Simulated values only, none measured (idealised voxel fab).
The process module that follows is named voxel wiring stack.
In the cross-section labelled cut, the width is 240 nm and each square cell is 5 nm.
In this document a cross-section is written as a grid of square cells. It is given as a series of bands, listed from the top down, and a band is one or more rows of cells.
It is stipulated that each band's entry specify, in nanometres, the height of the top of the band and then that of its bottom, followed by the materials of the band in left-to-right sequence, each together with its width in nanometres. A single material marked by the word "full width" is understood to fill the band from edge to edge; the word "air" is understood to denote empty space.
Heights from 0 (as-received wafer is one material below). Bottom band endless downward, as "0 -> down".
So if you see something like "30 to 40" for the width, read it as the top row of the band sitting at the first number and the bottom row at the second, with every row in between moving by the same amount as the last.
"no alteration" (step): cross-section cells unchanged, all of them.
Closed-off voids of 8+ cells (no open route to the top) go in "Sealed void listing", written width x height at distance from the left edge, in nm.
What comes after the settings on a step's line is commentary from the simulator itself on that step.
On any step carrying a mask, the "overlay nm" setting, if present on the step's line, tells how far right of its planned place the mask lay; negative values point to the left.

**Process steps - plan**
1. RECEIVE, material Si
2. CONFORMAL_DEP, material SiO2, thk nm 10
3. DIRECTIONAL_DEP, material TiN, thk nm 5
4. DIRECTIONAL_DEP, material Ru, thk nm 25
5. MASKED_ETCH, tone cover, mask id METAL_1, width nm 20, pitch nm 50, etch materials Ru, depth nm 25, overlay nm 0
6. MASKED_ETCH, tone cover, mask id METAL_1, width nm 20, pitch nm 50, etch materials TiN, depth nm 5, overlay nm 0
7. CONFORMAL_DEP, material SiCN, thk nm 5
8. FILL_DEP, material lowk, thk nm 10
9. CMP, height nm 40
10. CONFORMAL_DEP, material SiCN, thk nm 5
11. DIRECTIONAL_DEP, material lowk, thk nm 15
12. DIRECTIONAL_DEP, material aC, thk nm 15
13. PATTERN, tone open, mask id PLUG_1, material resist, width nm 15, pitch nm 50, thk nm 30, overlay nm 0
14. DIRECTIONAL_ETCH, etch materials aC, depth nm 15
15. STRIP, etch materials resist
16. DIRECTIONAL_ETCH, etch materials lowk, depth nm 15
17. DIRECTIONAL_ETCH, etch materials SiCN, depth nm 5
18. STRIP, etch materials aC
19. EPI, material Ru, thk nm 10
20. EPI, material Ru, thk nm 10
21. CONFORMAL_DEP, material SiN, thk nm 5
22. DIRECTIONAL_DEP, material SiO2, thk nm 25
23. PATTERN, tone open, mask id METAL_2, material resist, width nm 20, pitch nm 50, thk nm 15, overlay nm 0
24. DIRECTIONAL_ETCH, etch materials SiO2, depth nm 25
25. DIRECTIONAL_ETCH, etch materials SiN, depth nm 5
26. STRIP, etch materials resist
27. CONFORMAL_DEP, material TiN, thk nm 5
28. FILL_DEP, material Ru, thk nm 10
29. CMP, height nm 90
30. CONFORMAL_DEP, material SiCN, thk nm 5
31. DIRECTIONAL_DEP, material lowk, thk nm 30
32. MASKED_ETCH, tone open, mask id METAL_3, width nm 20, pitch nm 50, etch materials lowk, depth nm 15, overlay nm 0
33. PATTERN, tone open, mask id METAL_3_HOLES, material resist, width nm 15, pitch nm 100, thk nm 20, overlay nm -15
34. DIRECTIONAL_ETCH, etch materials lowk, depth nm 15
35. DIRECTIONAL_ETCH, etch materials SiCN, depth nm 5
36. STRIP, etch materials resist
37. CONFORMAL_DEP, material TiN, thk nm 5
38. FILL_DEP, material Ru, thk nm 10
39. CMP, height nm 125
40. CONFORMAL_DEP, material SiCN, thk nm 5
41. DIRECTIONAL_DEP, material SiO2, thk nm 30
42. DIRECTIONAL_DEP, material aC, thk nm 10
43. PATTERN, tone open, mask id METAL_4, material resist, width nm 20, pitch nm 50, thk nm 30, overlay nm 0
44. DIRECTIONAL_ETCH, etch materials aC, depth nm 10
45. STRIP, etch materials resist
46. DIRECTIONAL_ETCH, etch materials SiO2, depth nm 15
47. STRIP, etch materials aC
48. MASKED_ETCH, tone open, mask id METAL_4_HOLES, width nm 15, pitch nm 100, etch materials SiO2, depth nm 15, overlay nm 0
49. MASKED_ETCH, tone open, mask id METAL_4_HOLES, width nm 15, pitch nm 100, etch materials SiCN, depth nm 5, overlay nm 0
50. CONFORMAL_DEP, material TiN, thk nm 5
51. FILL_DEP, material Cu, thk nm 5
52. CMP, height nm 160
53. CONFORMAL_DEP, material SiCN, thk nm 5
Variable across wafers: step 33 overlay nm (plan value is that of the first wafer; starting state common to all).

**As-received cross-section, first of several wafers, post step 1**
	0 -> down = Si full width
	Sealed void listing: none

**Where each wafer stands at the end of the module, a row apiece: cells of each material gained (+) or lost (-) since it was received, then closed voids**
overlay nm -15 | +20 Cu | +150 Ru | +243 SiCN | +36 SiN | +510 SiO2 | +124 TiN | +501 lowk | Sealed void listing: none
overlay nm -10 | +20 Cu | +146 Ru | +241 SiCN | +36 SiN | +510 SiO2 | +130 TiN | +501 lowk | Sealed void listing: none
overlay nm -5 | +20 Cu | +142 Ru | +239 SiCN | +36 SiN | +510 SiO2 | +136 TiN | +501 lowk | Sealed void listing: none
overlay nm 0 | +20 Cu | +146 Ru | +237 SiCN | +36 SiN | +510 SiO2 | +134 TiN | +501 lowk | Sealed void listing: none
overlay nm 5 | +20 Cu | +146 Ru | +237 SiCN | +36 SiN | +510 SiO2 | +134 TiN | +501 lowk | Sealed void listing: none
overlay nm 10 | +20 Cu | +142 Ru | +239 SiCN | +36 SiN | +510 SiO2 | +136 TiN | +501 lowk | Sealed void listing: none
overlay nm 15 | +20 Cu | +146 Ru | +241 SiCN | +36 SiN | +510 SiO2 | +130 TiN | +501 lowk | Sealed void listing: none
